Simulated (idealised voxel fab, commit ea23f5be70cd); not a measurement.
The process module presented herein is designated voxel local oxidation.
Xsec cut, 300 nm wide, square cell size 5 nm.
Square cells in a grid make up a cross-section in this document, and the grid is given as bands, listed from the top down, each one or more rows of cells.
Band entry format. Leading values: height of top, height of bottom, nm. Remainder: materials in left-to-right order, each with its width in nm. Special words: "all across" on a single material, which then fills the band edge to edge; "blank", empty space.
Height is counted from the level 0, under which the received wafer is composed throughout of one material. The lowest of the bands is not closed at the bottom but continues downward, in the notation "0 -> down".
A width given as "30..40" starts at the first number in the band's top row and ends at the second number in its bottom row, shifting by an equal amount at every step from row to row.
For the purposes of this document, the phrase "no modifications" attached to a step denotes that no cell within the cross-section was modified by that step.
What "Cavities, closed" gives you is every empty space of 8 cells or more that is cut off from the top. Each appears as width x height at distance, with the distance taken from the left edge and width, height and distance all in nm.
Formally, on a step line, whatever follows the settings is a remark that the simulator itself makes on the step.
overlay nm: where the mask lay relative to plan, measured to the right, on steps with a mask; negatives go left.

**This section lists the process steps that were planned**
step 1: RECEIVE | material Si
step 2: CONFORMAL_DEP | material SiO2 | thk nm 5
step 3: CONFORMAL_DEP | material SiN | thk nm 15
step 4: PATTERN | tone cover | mask id ACTIVE | material resist | width nm 100 | thk nm 15 | overlay nm 0
step 5: DIRECTIONAL_ETCH | etch materials SiN | depth nm 15
step 6: STRIP | etch materials resist
step 7: SELECTIVE_ETCH | etch materials SiO2 | depth nm 5
step 8: OXIDIZE | depth nm 10
step 9: STRIP | etch materials SiN
Every wafer here starts from the same state; it is the step 2 thk nm that distinguishes them, and the value the plan gives belongs to the first wafer.

**This is how the first of several wafers looked in cross-section when it arrived, which is after step 1**
> 0 -> down = Si all across
> Cavities, closed: none

**First wafer of several, cross-section, module end, after step 9 (last)**
> 5 -> 0 = 105 of blank, then 90 of SiO2, then 105 of blank
> 0 -> -10 = 115 of SiO2, then 70 of Si, then 115 of SiO2
> -10 -> down = Si all across
> Cavities, closed: none

**Final wafer of several, shown in cross-section at the end of the module**
> 20 -> 15 = 105 of blank, then 90 of SiO2, then 105 of blank
> 15 -> 0 = SiO2 all across
> 0 -> down = Si all across
> Cavities, closed: none

**Where each wafer stands at the end of the module, a row apiece: cells of each material gained (+) or lost (-) since it was received, then closed voids**
thk nm 5 | -92 Si | +110 SiO2 | Cavities, closed: none
thk nm 10 | +78 SiO2 | Cavities, closed: none
thk nm 15 | +138 SiO2 | Cavities, closed: none
thk nm 20 | +198 SiO2 | Cavities, closed: none
